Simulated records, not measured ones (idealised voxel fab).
Title: Process Module voxel capacitor over wiring
For reference, the cross-section in this document is cut, with width 195 nm and square cells of 5 nm.
A cross-section in this document is a grid of square cells, and it is written down as bands, the top band listed before the ones below it; a band is made up of one or more rows of cells. Basically the band line says how high the top is and how high the bottom is, in nm, and then what's in it from left to right, every material with its width in nm. Empty space shows up as "empty", and if a single material carries "edge to edge" it runs the full band edge to edge. Height is counted from the level 0, under which the received wafer is composed throughout of one material. The lowest of the bands is not closed at the bottom but continues downward, in the notation "0 -> down". Read "30->40" as a graded width: first number on top, second number at the bottom, same change between each pair of neighbouring rows. Where a step carries "stayed the same", the cross-section came out of it unchanged, cell for cell. Voids not open to the top, 8 cells minimum: see "Unvented internal voids". Written width x height at distance; distance is from the left edge; nm. Formally, on a step line, whatever follows the settings is a remark that the simulator itself makes on the step. The line of a step may include "overlay nm". On a step with a mask, this value is how far to the right of its planned place the mask lay. A negative value means the mask lay to the left.
Steps planned for the process:
step 1: op RECEIVE | material Si
step 2: op CONFORMAL_DEP | material SiO2 | thk nm 15
step 3: op CONFORMAL_DEP | material SiN | thk nm 5
step 4: op DIRECTIONAL_DEP | material lowk | thk nm 15
step 5: op DIRECTIONAL_DEP | material aC | thk nm 15
step 6: op PATTERN | tone open | mask id METAL_1 | material resist | width nm 30 | pitch nm 80 | thk nm 30 | overlay nm 0
step 7: op DIRECTIONAL_ETCH | etch materials aC | depth nm 15
step 8: op STRIP | etch materials resist
step 9: op DIRECTIONAL_ETCH | etch materials lowk | depth nm 15
step 10: op DIRECTIONAL_ETCH | etch materials SiN | depth nm 5
step 11: op STRIP | etch materials aC
step 12: op CONFORMAL_DEP | material TiN | thk nm 5
step 13: op FILL_DEP | material Ru | thk nm 10
step 14: op CMP | height nm 35
step 15: op CONFORMAL_DEP | material SiCN | thk nm 5
step 16: op DIRECTIONAL_DEP | material SiO2 | thk nm 15
step 17: op MASKED_ETCH | tone open | mask id PLUG_1 | width nm 15 | etch materials SiO2 | depth nm 15 | overlay nm 0
step 18: op MASKED_ETCH | tone open | mask id PLUG_1 | width nm 15 | etch materials SiCN | depth nm 5 | overlay nm 0
step 19: op EPI | material Ru | thk nm 10
step 20: op EPI | material Ru | thk nm 10
step 21: op DIRECTIONAL_DEP | material TiN | thk nm 5
step 22: op DIRECTIONAL_DEP | material HfO2 | thk nm 5
step 23: op DIRECTIONAL_DEP | material TiN | thk nm 5
step 24: op MASKED_ETCH | tone cover | mask id UPPER_PLATE | width nm 55 | etch materials TiN | depth nm 5 | overlay nm 0
step 25: op MASKED_ETCH | tone cover | mask id UPPER_PLATE | width nm 55 | etch materials HfO2 | depth nm 5 | overlay nm 0
step 26: op MASKED_ETCH | tone cover | mask id LOWER_PLATE | width nm 65 | etch materials TiN | depth nm 5 | overlay nm 0
step 27: op FILL_DEP | material SiO2 | thk nm 20
step 28: op CMP | height nm 85
step 29: op PATTERN | tone open | mask id PLUG_2 | material resist | width nm 15 | thk nm 15 | overlay nm 0
step 30: op DIRECTIONAL_ETCH | etch materials SiO2 | depth nm 15
step 31: op STRIP | etch materials resist
step 32: op CONFORMAL_DEP | material TiN | thk nm 5
step 33: op FILL_DEP | material W | thk nm 5
step 34: op CMP | height nm 85
step 35: op CONFORMAL_DEP | material SiCN | thk nm 5
Concerning the first of two wafers, which was run in accordance with the plan:
Cross-section of the wafer upon arrival, representing the state reached after step 1:
    0 -> down  Si edge to edge
    Unvented internal voids: none
After step 2:
    15 -> 0  SiO2 edge to edge
    Everything under 0 stays put, no change at all.
After step 3:
    20 -> 15  SiN edge to edge
    Everything under 15 stays put, no change at all.
After step 4:
    35 -> 20  lowk edge to edge
    Everything under 20 stays put, no change at all.
After step 5:
    50 -> 35  aC edge to edge
    Everything under 35 stays put, no change at all.
After step 6:
    80 -> 50  resist 40, empty 30, resist 50, empty 30, resist 45
    Everything under 50 stays put, no change at all.
After step 7:
    65 -> 50  resist 40, empty 30, resist 50, empty 30, resist 45
    50 -> 35  aC 40, empty 30, aC 50, empty 30, aC 45
    Everything under 35 stays put, no change at all.
After step 8:
    50 -> 35  aC 40, empty 30, aC 50, empty 30, aC 45
    Everything under 35 stays put, no change at all.
After step 9:
    50 -> 35  aC 40, empty 30, aC 50, empty 30, aC 45
    35 -> 20  lowk 40, empty 30, lowk 50, empty 30, lowk 45
    Everything under 20 stays put, no change at all.
After step 10:
    50 -> 35  aC 40, empty 30, aC 50, empty 30, aC 45
    35 -> 20  lowk 40, empty 30, lowk 50, empty 30, lowk 45
    20 -> 15  SiN 40, empty 30, SiN 50, empty 30, SiN 45
    Everything under 15 stays put, no change at all.
After step 11:
    35 -> 20  lowk 40, empty 30, lowk 50, empty 30, lowk 45
    Everything under 20 stays put, no change at all.
After step 12:
    40 -> 35  TiN 45, empty 20, TiN 60, empty 20, TiN 50
    35 -> 20  lowk 40, TiN 5, empty 20, TiN 5, lowk 50, TiN 5, empty 20, TiN 5, lowk 45
    20 -> 15  SiN 40, TiN 30, SiN 50, TiN 30, SiN 45
    Everything under 15 stays put, no change at all.
After step 13:
    50 -> 40  Ru edge to edge
    40 -> 35  TiN 45, Ru 20, TiN 60, Ru 20, TiN 50
    35 -> 20  lowk 40, TiN 5, Ru 20, TiN 5, lowk 50, TiN 5, Ru 20, TiN 5, lowk 45
    Everything under 20 stays put, no change at all.
After step 14:
    35 -> 20  lowk 40, TiN 5, Ru 20, TiN 5, lowk 50, TiN 5, Ru 20, TiN 5, lowk 45
    Everything under 20 stays put, no change at all.
After step 15:
    40 -> 35  SiCN edge to edge
    Everything under 35 stays put, no change at all.
After step 16:
    55 -> 40  SiO2 edge to edge
    Everything under 40 stays put, no change at all.
After step 17:
    55 -> 40  SiO2 55, empty 15, SiO2 125
    Everything under 40 stays put, no change at all.
After step 18:
    55 -> 40  SiO2 55, empty 15, SiO2 125
    40 -> 35  SiCN 55, empty 15, SiCN 125
    Everything under 35 stays put, no change at all.
After step 19:
    55 -> 45  SiO2 55, empty 15, SiO2 125
    45 -> 40  SiO2 55, Ru 15, SiO2 125
    40 -> 35  SiCN 55, Ru 15, SiCN 125
    Everything under 35 stays put, no change at all.
After step 20:
    55 -> 40  SiO2 55, Ru 15, SiO2 125
    Everything under 40 stays put, no change at all.
After step 21:
    60 -> 55  TiN edge to edge
    Everything under 55 stays put, no change at all.
After step 22:
    65 -> 60  HfO2 edge to edge
    Everything under 60 stays put, no change at all.
After step 23:
    70 -> 65  TiN edge to edge
    Everything under 65 stays put, no change at all.
After step 24:
    70 -> 65  empty 55, TiN 55, empty 85
    Everything under 65 stays put, no change at all.
After step 25:
    70 -> 65  empty 55, TiN 55, empty 85
    65 -> 60  empty 55, HfO2 55, empty 85
    Everything under 60 stays put, no change at all.
After step 26:
    70 -> 65  empty 55, TiN 55, empty 85
    65 -> 60  empty 55, HfO2 55, empty 85
    60 -> 55  empty 50, TiN 65, empty 80
    Everything under 55 stays put, no change at all.
After step 27:
    90 -> 70  SiO2 edge to edge
    70 -> 65  SiO2 55, TiN 55, SiO2 85
    65 -> 60  SiO2 55, HfO2 55, SiO2 85
    60 -> 55  SiO2 50, TiN 65, SiO2 80
    Everything under 55 stays put, no change at all.
After step 28:
    85 -> 70  SiO2 edge to edge
    Everything under 70 stays put, no change at all.
After step 29:
    100 -> 85  resist 65, empty 15, resist 115
    Everything under 85 stays put, no change at all.
After step 30:
    100 -> 85  resist 65, empty 15, resist 115
    85 -> 70  SiO2 65, empty 15, SiO2 115
    Everything under 70 stays put, no change at all.
After step 31:
    85 -> 70  SiO2 65, empty 15, SiO2 115
    Everything under 70 stays put, no change at all.
After step 32:
    90 -> 85  TiN 70, empty 5, TiN 120
    85 -> 75  SiO2 65, TiN 5, empty 5, TiN 5, SiO2 115
    75 -> 65  SiO2 65->55, TiN 15->55, SiO2 115->85
    Everything under 65 stays put, no change at all.
After step 33:
    95 -> 90  W edge to edge
    90 -> 85  TiN 70, W 5, TiN 120
    85 -> 75  SiO2 65, TiN 5, W 5, TiN 5, SiO2 115
    Everything under 75 stays put, no change at all.
After step 34:
    85 -> 75  SiO2 65, TiN 5, W 5, TiN 5, SiO2 115
    Everything under 75 stays put, no change at all.
After step 35:
    90 -> 85  SiCN edge to edge
    Everything under 85 stays put, no change at all.
The remaining wafer, second of the two, started like the first and was run to the same plan, except that one mistake was made along the way; the two coincide through step 22, inclusive:
What the second wafer looks like in cross-section when step 23 should have wrapped up: stayed the same
What the second wafer looks like in cross-section when step 24 should have wrapped up: stayed the same
What the second wafer looks like in cross-section when step 25 should have wrapped up:
    65 -> 60  empty 55, HfO2 55, empty 85
    Everything under 60 stays put, no change at all.
What the second wafer looks like in cross-section when step 26 should have wrapped up:
    65 -> 60  empty 55, HfO2 55, empty 85
    60 -> 55  empty 50, TiN 65, empty 80
    Everything under 55 stays put, no change at all.
What the second wafer looks like in cross-section when step 27 should have wrapped up:
    85 -> 65  SiO2 edge to edge
    65 -> 60  SiO2 55, HfO2 55, SiO2 85
    60 -> 55  SiO2 50, TiN 65, SiO2 80
    Everything under 55 stays put, no change at all.
What the second wafer looks like in cross-section when step 28 should have wrapped up: stayed the same
What the second wafer looks like in cross-section when step 29 should have wrapped up:
    100 -> 85  resist 65, empty 15, resist 115
    Everything under 85 stays put, no change at all.
What the second wafer looks like in cross-section when step 30 should have wrapped up:
    100 -> 85  resist 65, empty 15, resist 115
    85 -> 70  SiO2 65, empty 15, SiO2 115
    Everything under 70 stays put, no change at all.
What the second wafer looks like in cross-section when step 31 should have wrapped up:
    85 -> 70  SiO2 65, empty 15, SiO2 115
    Everything under 70 stays put, no change at all.
What the second wafer looks like in cross-section when step 32 should have wrapped up:
    90 -> 85  TiN 70, empty 5, TiN 120
    85 -> 75  SiO2 65, TiN 5, empty 5, TiN 5, SiO2 115
    75 -> 70  SiO2 65, TiN 15, SiO2 115
    Everything under 70 stays put, no change at all.
What the second wafer looks like in cross-section when step 33 should have wrapped up:
    95 -> 90  W edge to edge
    90 -> 85  TiN 70, W 5, TiN 120
    85 -> 75  SiO2 65, TiN 5, W 5, TiN 5, SiO2 115
    Everything under 75 stays put, no change at all.
What the second wafer looks like in cross-section when step 34 should have wrapped up:
    85 -> 75  SiO2 65, TiN 5, W 5, TiN 5, SiO2 115
    Everything under 75 stays put, no change at all.
What the second wafer looks like in cross-section when step 35 should have wrapped up:
    90 -> 85  SiCN edge to edge
    Everything under 85 stays put, no change at all.
Diagnosis: step 23 of the plan got skipped, so it never ran
Heads up, by the end the second wafer has more or fewer cells of some materials compared to the first: +11 SiO2, -11 TiN
